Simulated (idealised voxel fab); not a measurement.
process module | voxel transistor to metal
cross-section cut | 170 nm wide | cells 5 nm
A cross-section is a grid of square cells, given in bands from the top down. A band is one or more rows of cells.
Each band's line starts with the height of the band's top and of its bottom, in nm. Then come its materials from left to right, each with its width in nm. One material with "throughout" fills the band from edge to edge. "air" is empty space.
Height 0 is the level under which the wafer as received is all one material. The lowest band goes on downwards, as in "0 down".
A width such as "30 to 40" changes by the same amount from each row of cells to the next, from the band's top row to its bottom row.
"no change" after a step means that no cell of the cross-section changed.
closed voids: empty space of 8 cells or more with no open way to the top, each as width x height at its distance from the left edge, in nm
after a step's settings: what the simulator itself notes on the step
overlay nm, on a step with a mask: how far to the right of its planned place the mask lay; to the left if negative
plan
1 op RECEIVE | material Si
2 op OXIDIZE | depth nm 5
3 op CONFORMAL_DEP | material SiN | thk nm 15
4 op DIRECTIONAL_DEP | material aC | thk nm 15
5 op PATTERN | tone cover | mask id ACTIVE | material resist | width nm 115 | thk nm 30 | overlay nm 0
6 op DIRECTIONAL_ETCH | etch materials aC | depth nm 15
7 op STRIP | etch materials resist
8 op DIRECTIONAL_ETCH | etch materials SiN | depth nm 15
9 op DIRECTIONAL_ETCH | etch materials SiO2 | depth nm 5
10 op DIRECTIONAL_ETCH | etch materials Si | depth nm 30
11 op STRIP | etch materials aC
12 op OXIDIZE | depth nm 5
13 op FILL_DEP | material SiO2 | thk nm 5
14 op CMP | height nm 15
15 op SELECTIVE_ETCH | etch materials SiO2 | depth nm 10
16 op STRIP | etch materials SiN
17 op SELECTIVE_ETCH | etch materials SiO2 | depth nm 5
18 op OXIDIZE | depth nm 5
19 op DIRECTIONAL_DEP | material polySi | thk nm 30
20 op DIRECTIONAL_DEP | material SiCN | thk nm 10
21 op DIRECTIONAL_DEP | material aC | thk nm 10
22 op PATTERN | tone cover | mask id GATE | material resist | width nm 25 | thk nm 30 | overlay nm 0
23 op DIRECTIONAL_ETCH | etch materials aC | depth nm 10
24 op STRIP | etch materials resist
25 op DIRECTIONAL_ETCH | etch materials SiCN | depth nm 20
26 op DIRECTIONAL_ETCH | etch materials polySi | depth nm 40
27 op STRIP | etch materials aC
28 op CONFORMAL_DEP | material SiO2 | thk nm 5
29 op DIRECTIONAL_ETCH | etch materials SiO2 | depth nm 5
30 op CONFORMAL_DEP | material SiN | thk nm 5
31 op DIRECTIONAL_ETCH | etch materials SiN | depth nm 5
32 op DIRECTIONAL_ETCH | etch materials SiO2 | depth nm 5
33 op EPI | material nSi | thk nm 5
34 op FILL_DEP | material SiO2 | thk nm 5
35 op CMP | height nm 35
36 op DIRECTIONAL_DEP | material SiO2 | thk nm 10
37 op DIRECTIONAL_DEP | material aC | thk nm 10
38 op PATTERN | tone open | mask id CONTACT | material resist | width nm 30 | pitch nm 65 | thk nm 30 | overlay nm 0
39 op DIRECTIONAL_ETCH | etch materials aC | depth nm 10
40 op STRIP | etch materials resist
41 op DIRECTIONAL_ETCH | etch materials SiO2 | depth nm 50
42 op STRIP | etch materials aC
43 op CONFORMAL_DEP | material TiN | thk nm 5
44 op FILL_DEP | material Ru | thk nm 10
45 op CMP | height nm 45
46 op DIRECTIONAL_DEP | material TiN | thk nm 5
47 op DIRECTIONAL_DEP | material Ru | thk nm 20
48 op MASKED_ETCH | tone cover | mask id METAL_1 | width nm 15 | pitch nm 80 | etch materials Ru | depth nm 20 | overlay nm 0
49 op MASKED_ETCH | tone cover | mask id METAL_1 | width nm 15 | pitch nm 80 | etch materials TiN | depth nm 5 | overlay nm 0
50 op FILL_DEP | material SiO2 | thk nm 10
51 op CMP | height nm 70
52 op CONFORMAL_DEP | material SiCN | thk nm 5
53 op DIRECTIONAL_DEP | material SiO2 | thk nm 30
54 op MASKED_ETCH | tone open | mask id METAL_2 | width nm 15 | pitch nm 80 | etch materials SiO2 | depth nm 15 | overlay nm 0
55 op DIRECTIONAL_DEP | material aC | thk nm 10
56 op PATTERN | tone open | mask id METAL_2_HOLES | material resist | width nm 15 | pitch nm 80 | thk nm 25 | overlay nm 0
57 op DIRECTIONAL_ETCH | etch materials aC | depth nm 10
58 op STRIP | etch materials resist
59 op DIRECTIONAL_ETCH | etch materials SiO2 | depth nm 15
60 op DIRECTIONAL_ETCH | etch materials SiCN | depth nm 5
61 op STRIP | etch materials aC
62 op CONFORMAL_DEP | material TiN | thk nm 5
63 op FILL_DEP | material Cu | thk nm 10
64 op CMP | height nm 105
65 op CONFORMAL_DEP | material SiN | thk nm 5
as received, after step 1
  0 down: Si throughout
  closed voids: none
a wafer at the end: this start, this plan, one mistake
  110 to 105: SiN throughout
  105 to 75: SiO2 35 | TiN 5 | Cu 5 | TiN 5 | SiO2 65 | TiN 5 | Cu 5 | TiN 5 | SiO2 40
  75 to 70: SiCN 35 | TiN 15 | SiCN 65 | TiN 15 | SiCN 40
  70 to 65: SiO2 35 | Ru 15 | SiO2 65 | Ru 15 | SiO2 40
  65 to 60: SiO2 35 | TiN 15 | SiO2 65 | TiN 15 | SiO2 40
  60 to 50: Ru throughout
  50 to 45: TiN 40 | Ru 20 | TiN 45 | Ru 20 | TiN 45
  45 to 35: SiO2 35 | TiN 5 | Ru 20 to 15 | TiN 5 to 10 | SiO2 35 | TiN 5 to 10 | Ru 20 to 15 | TiN 5 | SiO2 40
  35 to 25: SiO2 35 | TiN 5 | Ru 15 | TiN 5 | SiN 5 | SiO2 5 | SiCN 25 | SiO2 5 | SiN 5 | TiN 5 | Ru 15 | TiN 5 | SiO2 40
  25 to 0: SiO2 35 | TiN 5 | Ru 15 | TiN 5 | SiN 5 | SiO2 5 | polySi 25 | SiO2 5 | SiN 5 | TiN 5 | Ru 15 | TiN 5 | SiO2 40
  0 to -5: SiO2 25 | SiN 5 | SiO2 5 | TiN 25 | SiN 5 | SiO2 5 | polySi 25 | SiO2 5 | SiN 5 | TiN 25 | SiO2 5 | SiN 5 | SiO2 30
  -5 to -10: SiO2 30 | nSi 30 | SiO2 45 | nSi 30 | SiO2 35
  -10 to -40: SiO2 30 | Si 105 | SiO2 35
  -40 down: Si throughout
  closed voids: none
what went wrong: step 45 was left out
